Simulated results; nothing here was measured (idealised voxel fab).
process module | voxel wiring stack
This is section cut - it's 280 nm across, gridded in 5 nm square cells.
Notation: cross-section as square-cell grid; stated in bands, top first, going down; one or more cell rows per band. Heights first: top, then bottom, in nm. Then materials, left to right, each with a width in nm. "edge to edge" on a single material: fills the band edge to edge. "air": empty space. Height 0 is the level under which the wafer as received is all one material. The lowest band goes on downwards, as in "0 -> down". Width "30 to 40": first value at the band's top row of cells, second value at its bottom row, equal change from row to row. Step marked "no alteration"? Then no cell in the cross-section changed in it. What "Closed void entries" gives you is every empty space of 8 cells or more that is cut off from the top. Each appears as width x height at distance, with the distance taken from the left edge and width, height and distance all in nm. Step line, after settings: the simulator's comment on this step. The "overlay nm" setting may appear on a step's line; for a step that uses a mask, it gives how far to the right of its planned position the mask lay, and a negative value indicates the left.
## Planned process steps
1: RECEIVE | material Si
2: CONFORMAL_DEP | material SiO2 | thk nm 15
3: CONFORMAL_DEP | material SiN | thk nm 5
4: DIRECTIONAL_DEP | material lowk | thk nm 15
5: DIRECTIONAL_DEP | material aC | thk nm 15
6: PATTERN | tone open | mask id METAL_1 | material resist | width nm 25 | pitch nm 55 | thk nm 35 | overlay nm 0
7: DIRECTIONAL_ETCH | etch materials aC | depth nm 15
8: STRIP | etch materials resist
9: DIRECTIONAL_ETCH | etch materials lowk | depth nm 15
10: DIRECTIONAL_ETCH | etch materials SiN | depth nm 5
11: STRIP | etch materials aC
12: CONFORMAL_DEP | material TiN | thk nm 5
13: FILL_DEP | material Cu | thk nm 10
14: CMP | height nm 35
15: EPI | material Ru | thk nm 5
16: FILL_DEP | material SiCN | thk nm 5
17: DIRECTIONAL_DEP | material SiO2 | thk nm 25
18: MASKED_ETCH | tone open | mask id METAL_2 | width nm 25 | pitch nm 55 | etch materials SiO2 | depth nm 15 | overlay nm 0
19: PATTERN | tone open | mask id METAL_2_HOLES | material resist | width nm 15 | thk nm 20 | overlay nm 0
20: DIRECTIONAL_ETCH | etch materials SiO2 | depth nm 10
21: DIRECTIONAL_ETCH | etch materials SiCN | depth nm 5
22: STRIP | etch materials resist
23: CONFORMAL_DEP | material TiN | thk nm 5
24: FILL_DEP | material Cu | thk nm 5
25: CMP | height nm 70
26: CONFORMAL_DEP | material SiCN | thk nm 5
27: DIRECTIONAL_DEP | material SiO2 | thk nm 30
28: PATTERN | tone open | mask id METAL_3 | material resist | width nm 25 | pitch nm 55 | thk nm 15 | overlay nm 0
29: DIRECTIONAL_ETCH | etch materials SiO2 | depth nm 15
30: STRIP | etch materials resist
31: PATTERN | tone open | mask id METAL_3_HOLES | material resist | width nm 15 | pitch nm 55 | thk nm 15 | overlay nm 0
32: DIRECTIONAL_ETCH | etch materials SiO2 | depth nm 15
33: DIRECTIONAL_ETCH | etch materials SiCN | depth nm 5
34: STRIP | etch materials resist
35: CONFORMAL_DEP | material TiN | thk nm 5
36: FILL_DEP | material Ru | thk nm 10
37: CMP | height nm 105
38: CONFORMAL_DEP | material SiCN | thk nm 5
## Step 1 complete: cross-section of the wafer as received
  0 -> down  Si edge to edge
  Closed void entries: none
## End state of the module in cross-section, given the above starting point and plan and one mistake in execution
  110 -> 105  SiCN edge to edge
  105 -> 95  100 nm SiO2, then 5 nm TiN, then 15 nm Ru, then 5 nm TiN, then 30 nm SiO2, then 5 nm TiN, then 15 nm Ru, then 5 nm TiN, then 100 nm SiO2
  95 -> 90  100 nm SiO2, then 5 nm TiN, then 5 nm Ru, then 15 nm TiN, then 30 nm SiO2, then 5 nm TiN, then 5 nm Ru, then 15 nm TiN, then 100 nm SiO2
  90 -> 75  100 nm SiO2, then 5 nm TiN, then 5 nm Ru, then 5 nm TiN, then 40 nm SiO2, then 5 nm TiN, then 5 nm Ru, then 5 nm TiN, then 110 nm SiO2
  75 -> 70  100 nm SiCN, then 15 nm TiN, then 40 nm SiCN, then 15 nm TiN, then 110 nm SiCN
  70 -> 60  100 nm SiO2, then 5 nm TiN, then 15 nm Cu, then 5 nm TiN, then 30 nm SiO2, then 5 nm TiN, then 15 nm Cu, then 5 nm TiN, then 100 nm SiO2
  60 -> 55  100 nm SiO2, then 5 nm TiN, then 5 nm Cu, then 15 nm TiN, then 30 nm SiO2, then 25 nm TiN, then 100 nm SiO2
  55 -> 45  100 nm SiO2, then 5 nm TiN, then 5 nm Cu, then 5 nm TiN, then 165 nm SiO2
  45 -> 40  100 nm SiCN, then 15 nm TiN, then 165 nm SiCN
  40 -> 35  95 nm SiCN, then 35 nm Ru, then 20 nm SiCN, then 35 nm Ru, then 95 nm SiCN
  35 -> 30  100 nm SiN, then 25 nm TiN, then 30 nm SiN, then 25 nm TiN, then 100 nm SiN
  30 -> 0  SiO2 edge to edge
  0 -> down  Si edge to edge
  Closed void entries: none
Deviation from plan: in the plan, step 2 was performed twice
